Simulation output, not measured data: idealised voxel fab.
process module | voxel released beams
cross-section cut | 270 nm wide | cells 5 nm
A cross-section is a grid of square cells, given in bands from the top down. A band is one or more rows of cells.
Each band's line starts with the height of the band's top and of its bottom, in nm. Then come its materials from left to right, each with its width in nm. One material with "throughout" fills the band from edge to edge. "air" is empty space.
Height 0 is the level under which the wafer as received is all one material. The lowest band goes on downwards, as in "0 down".
A width such as "30 to 40" changes by the same amount from each row of cells to the next, from the band's top row to its bottom row.
"no change" after a step means that no cell of the cross-section changed.
closed voids: empty space of 8 cells or more with no open way to the top, each as width x height at its distance from the left edge, in nm
after a step's settings: what the simulator itself notes on the step
overlay nm, on a step with a mask: how far to the right of its planned place the mask lay; to the left if negative
plan
1 op RECEIVE | material Si
2 op CONFORMAL_DEP | material SiN | thk nm 10
3 op DIRECTIONAL_DEP | material SiO2 | thk nm 20
4 op MASKED_ETCH | tone open | mask id ANCHOR | width nm 30 | etch materials SiO2 | depth nm 20 | overlay nm 0
5 op CONFORMAL_DEP | material polySi | thk nm 10
6 op DIRECTIONAL_DEP | material aC | thk nm 10
7 op PATTERN | tone cover | mask id BEAM | material resist | width nm 80 | thk nm 25 | overlay nm 0
8 op DIRECTIONAL_ETCH | etch materials aC | depth nm 10
9 op STRIP | etch materials resist
10 op DIRECTIONAL_ETCH | etch materials polySi | depth nm 10
11 op STRIP | etch materials aC
12 op STRIP | etch materials SiO2
varied across the wafers: width nm of step 7. The plan shows the first wafer's value. All wafers start alike
first wafer as received, after step 1
  0 down: Si throughout
  closed voids: none
each wafer at the end: cells of each material gained (+) or lost (-) since it was received, then its closed voids
width nm 80 | +108 SiN | +48 polySi | closed voids: none
width nm 85 | +108 SiN | +50 polySi | closed voids: none
width nm 90 | +108 SiN | +52 polySi | closed voids: none
width nm 95 | +108 SiN | +54 polySi | closed voids: none
width nm 100 | +108 SiN | +56 polySi | closed voids: none
width nm 105 | +108 SiN | +58 polySi | closed voids: none
